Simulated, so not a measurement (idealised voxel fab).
Process module under the name voxel transistor to metal
This is section cut - it's 275 nm across, gridded in 5 nm square cells.
If you're reading a cross-section in this doc, picture square cells in a grid; it comes to you as bands, top ones listed first down to the bottom, and a band can be one or more rows of cells.
What a band's entry tells you: where the top is and where the bottom is, as heights in nm, and after that what lies inside, material by material from left to right, each with its width in nm. Empty space is written as the word "empty", and a single material marked with the word "throughout" occupies the band from edge to edge.
Where do heights start? At 0: under that level the wafer as delivered is made of one material only. And the lowest band has no floor; it just carries on downward, as in "0..down".
It should be noted that a width expressed as "30->40" varies in equal increments from row to row of cells within the band, taking the value of the first number at the top row and that of the second number at the bottom row.
Where the words "no alterations made" appear for a step, the cross-section shows no cell changed by that step; every cell remained as before.
Entry "Closed cavity list" = empty spaces >= 8 cells with no open way to the top; each as width x height at distance, distance from left edge, all nm.
Heads up: the bit after the settings on a step's line is the simulator's remark on that step.
The optional step-line setting "overlay nm" applies to steps with a mask and quantifies how far to the right of its planned location the mask lay, a negative value indicating leftward placement.
## Process steps foreseen in the plan
- 1: RECEIVE [material Si]
- 2: OXIDIZE [depth nm 5]
- 3: CONFORMAL_DEP [material SiN] [thk nm 15]
- 4: PATTERN [tone cover] [mask id ACTIVE] [material resist] [width nm 100] [pitch nm 125] [thk nm 15] [overlay nm 0]
- 5: DIRECTIONAL_ETCH [etch materials SiN] [depth nm 15]
- 6: DIRECTIONAL_ETCH [etch materials SiO2] [depth nm 5]
- 7: DIRECTIONAL_ETCH [etch materials Si] [depth nm 35]
- 8: STRIP [etch materials resist]
- 9: FILL_DEP [material SiO2] [thk nm 10]
- 10: CMP [height nm 15]
- 11: SELECTIVE_ETCH [etch materials SiO2] [depth nm 10]
- 12: STRIP [etch materials SiN]
- 13: SELECTIVE_ETCH [etch materials SiO2] [depth nm 5]
- 14: OXIDIZE [depth nm 5]
- 15: DIRECTIONAL_DEP [material polySi] [thk nm 30]
- 16: DIRECTIONAL_DEP [material SiCN] [thk nm 10]
- 17: PATTERN [tone cover] [mask id GATE] [material resist] [width nm 20] [pitch nm 125] [thk nm 15] [overlay nm 0]
- 18: DIRECTIONAL_ETCH [etch materials SiCN] [depth nm 20]
- 19: DIRECTIONAL_ETCH [etch materials polySi] [depth nm 40]
- 20: STRIP [etch materials resist]
- 21: CONFORMAL_DEP [material SiO2] [thk nm 5]
- 22: DIRECTIONAL_ETCH [etch materials SiO2] [depth nm 5]
- 23: CONFORMAL_DEP [material SiN] [thk nm 10]
- 24: DIRECTIONAL_ETCH [etch materials SiN] [depth nm 10]
- 25: DIRECTIONAL_ETCH [etch materials SiO2] [depth nm 5]
- 26: EPI [material pSi] [thk nm 5]
- 27: FILL_DEP [material SiO2] [thk nm 5]
- 28: CMP [height nm 35]
- 29: DIRECTIONAL_DEP [material SiO2] [thk nm 15]
- 30: PATTERN [tone open] [mask id CONTACT] [material resist] [width nm 15] [thk nm 20] [overlay nm 0]
- 31: DIRECTIONAL_ETCH [etch materials SiO2] [depth nm 55]
- 32: STRIP [etch materials resist]
- 33: CONFORMAL_DEP [material TiN] [thk nm 5]
- 34: FILL_DEP [material Ru] [thk nm 10]
- 35: CMP [height nm 50]
- 36: CONFORMAL_DEP [material SiN] [thk nm 5]
- 37: DIRECTIONAL_DEP [material SiO2] [thk nm 15]
- 38: MASKED_ETCH [tone open] [mask id METAL_1] [width nm 15] [etch materials SiO2] [depth nm 15] [overlay nm 0]
- 39: MASKED_ETCH [tone open] [mask id METAL_1] [width nm 15] [etch materials SiN] [depth nm 5] [overlay nm 0]
- 40: CONFORMAL_DEP [material TiN] [thk nm 5]
- 41: FILL_DEP [material Cu] [thk nm 10]
- 42: CMP [height nm 70]
- 43: EPI [material Ru] [thk nm 5]
- 44: FILL_DEP [material SiCN] [thk nm 5]
- 45: DIRECTIONAL_DEP [material lowk] [thk nm 35]
- 46: DIRECTIONAL_DEP [material aC] [thk nm 15]
- 47: PATTERN [tone open] [mask id METAL_2] [material resist] [width nm 15] [pitch nm 125] [thk nm 35] [overlay nm 0]
- 48: DIRECTIONAL_ETCH [etch materials aC] [depth nm 15]
- 49: STRIP [etch materials resist]
- 50: DIRECTIONAL_ETCH [etch materials lowk] [depth nm 20]
- 51: STRIP [etch materials aC]
- 52: PATTERN [tone open] [mask id METAL_2_HOLES] [material resist] [width nm 15] [pitch nm 125] [thk nm 15] [overlay nm 0]
- 53: DIRECTIONAL_ETCH [etch materials lowk] [depth nm 15]
- 54: DIRECTIONAL_ETCH [etch materials SiCN] [depth nm 5]
- 55: STRIP [etch materials resist]
- 56: CONFORMAL_DEP [material TiN] [thk nm 5]
- 57: FILL_DEP [material Cu] [thk nm 5]
- 58: CMP [height nm 115]
- 59: CONFORMAL_DEP [material SiN] [thk nm 5]
## Cross-section of the wafer upon arrival, representing the state reached after step 1
0..down: Si throughout
Closed cavity list: none
## Cross-section, first of two wafers, end of module, run as planned
120..115: SiN throughout
115..80: lowk 30 | TiN 5 | Cu 5 | TiN 5 | lowk 110 | TiN 5 | Cu 5 | TiN 5 | lowk 105
80..75: SiCN 30 | TiN 15 | SiCN 110 | TiN 15 | SiCN 105
75..70: SiCN 25 | Ru 25 | SiCN 50 | Ru 25 | SiCN 25 | Ru 25 | SiCN 50 | Ru 25 | SiCN 25
70..55: SiO2 30 | TiN 5 | Cu 5 | TiN 5 | SiO2 60 | TiN 5 | Cu 5 | TiN 5 | SiO2 35 | TiN 5 | Cu 5 | TiN 5 | SiO2 60 | TiN 5 | Cu 5 | TiN 5 | SiO2 30
55..50: SiN 30 | TiN 15 | SiN 60 | TiN 15 | SiN 35 | TiN 15 | SiN 60 | TiN 15 | SiN 30
50..35: SiO2 30 | TiN 5 | Ru 5 | TiN 5 | SiO2 60 | TiN 5 | Ru 5 | TiN 5 | SiO2 35 | TiN 5 | Ru 5 | TiN 5 | SiO2 60 | TiN 5 | Ru 5 | TiN 5 | SiO2 30
35..25: SiO2 30 | TiN 5 | Ru 5 | TiN 5 | SiO2 5 | SiN 10 | SiO2 5 | SiCN 20 | SiO2 5 | SiN 10 | SiO2 5 | TiN 5 | Ru 5 | TiN 5 | SiO2 35 | TiN 5 | Ru 5 | TiN 5 | SiO2 5 | SiN 10 | SiO2 5 | SiCN 20 | SiO2 5 | SiN 10 | SiO2 5 | TiN 5 | Ru 5 | TiN 5 | SiO2 30
25..5: SiO2 30 | TiN 5 | Ru 5 | TiN 5 | SiO2 5 | SiN 10 | SiO2 5 | polySi 20 | SiO2 5 | SiN 10 | SiO2 5 | TiN 5 | Ru 5 | TiN 5 | SiO2 35 | TiN 5 | Ru 5 | TiN 5 | SiO2 5 | SiN 10 | SiO2 5 | polySi 20 | SiO2 5 | SiN 10 | SiO2 5 | TiN 5 | Ru 5 | TiN 5 | SiO2 30
5..0: SiO2 30 | TiN 15 | SiO2 5 | SiN 10 | SiO2 5 | polySi 20 | SiO2 5 | SiN 10 | SiO2 5 | TiN 15 | SiO2 35 | TiN 15 | SiO2 5 | SiN 10 | SiO2 5 | polySi 20 | SiO2 5 | SiN 10 | SiO2 5 | TiN 15 | SiO2 30
0..-5: SiO2 25 | SiN 10 | TiN 10 | SiO2 5 | SiN 10 | SiO2 5 | polySi 20 | SiO2 5 | SiN 10 | SiO2 5 | TiN 10 | SiN 10 | SiO2 25 | SiN 10 | TiN 10 | SiO2 5 | SiN 10 | SiO2 5 | polySi 20 | SiO2 5 | SiN 10 | SiO2 5 | TiN 10 | SiN 10 | SiO2 25
-5..-10: SiO2 35 | pSi 15 | SiO2 50 | pSi 15 | SiO2 45 | pSi 15 | SiO2 50 | pSi 15 | SiO2 35
-10..-40: SiO2 25 | Si 100 | SiO2 25 | Si 100 | SiO2 25
-40..down: Si throughout
Closed cavity list: none
## This cross-section belongs to the second wafer of two at the end of the module; the start and the plan were shared with the first, and the run included one mistake
120..115: SiN throughout
115..80: lowk 30 | TiN 5 | Cu 5 | TiN 5 | lowk 110 | TiN 5 | Cu 5 | TiN 5 | lowk 105
80..75: SiCN 30 | TiN 15 | SiCN 110 | TiN 15 | SiCN 105
75..70: SiCN 25 | Ru 25 | SiCN 50 | Ru 25 | SiCN 25 | Ru 25 | SiCN 50 | Ru 25 | SiCN 25
70..55: SiO2 30 | TiN 5 | Cu 5 | TiN 5 | SiO2 60 | TiN 5 | Cu 5 | TiN 5 | SiO2 35 | TiN 5 | Cu 5 | TiN 5 | SiO2 60 | TiN 5 | Cu 5 | TiN 5 | SiO2 30
55..50: SiN 30 | TiN 15 | SiN 60 | TiN 15 | SiN 35 | TiN 15 | SiN 60 | TiN 15 | SiN 30
50..35: SiO2 30 | TiN 5 | Ru 5 | TiN 5 | SiO2 60 | TiN 5 | Ru 5 | TiN 5 | SiO2 35 | TiN 5 | Ru 5 | TiN 5 | SiO2 60 | TiN 5 | Ru 5 | TiN 5 | SiO2 30
35..25: SiO2 30 | TiN 5 | Ru 5 | TiN 5 | SiO2 5 | SiN 10 | SiO2 5 | SiCN 20 | SiO2 5 | SiN 10 | SiO2 5 | TiN 5 | Ru 5 | TiN 5 | SiO2 35 | TiN 5 | Ru 5 | TiN 5 | SiO2 5 | SiN 10 | SiO2 5 | SiCN 20 | SiO2 5 | SiN 10 | SiO2 5 | TiN 5 | Ru 5 | TiN 5 | SiO2 30
25..5: SiO2 30 | TiN 5 | Ru 5 | TiN 5 | SiO2 5 | SiN 10 | SiO2 5 | polySi 20 | SiO2 5 | SiN 10 | SiO2 5 | TiN 5 | Ru 5 | TiN 5 | SiO2 35 | TiN 5 | Ru 5 | TiN 5 | SiO2 5 | SiN 10 | SiO2 5 | polySi 20 | SiO2 5 | SiN 10 | SiO2 5 | TiN 5 | Ru 5 | TiN 5 | SiO2 30
5..0: SiO2 30 | TiN 15 | SiO2 5 | SiN 10 | SiO2 5 | polySi 20 | SiO2 5 | SiN 10 | SiO2 5 | TiN 15 | SiO2 35 | TiN 15 | SiO2 5 | SiN 10 | SiO2 5 | polySi 20 | SiO2 5 | SiN 10 | SiO2 5 | TiN 15 | SiO2 30
0..-5: SiO2 25 | SiN 10 | TiN 10 | SiO2 5 | SiN 10 | SiO2 5 | polySi 20 | SiO2 5 | SiN 10 | SiO2 5 | TiN 10 | SiN 10 | SiO2 25 | SiN 10 | TiN 10 | SiO2 5 | SiN 10 | SiO2 5 | polySi 20 | SiO2 5 | SiN 10 | SiO2 5 | TiN 10 | SiN 10 | SiO2 25
-5..-10: SiO2 35 | pSi 15 | SiO2 50 | pSi 15 | SiO2 45 | pSi 15 | SiO2 50 | pSi 15 | SiO2 35
-10..-50: SiO2 25 | Si 100 | SiO2 25 | Si 100 | SiO2 25
-50..down: Si throughout
Closed cavity list: none
Finding, execution versus plan: step 7: run off-plan, actual operation and settings DIRECTIONAL_ETCH [etch materials Si] [depth nm 45]
at the end the second wafer has, in cells: -30 Si; +30 SiO2
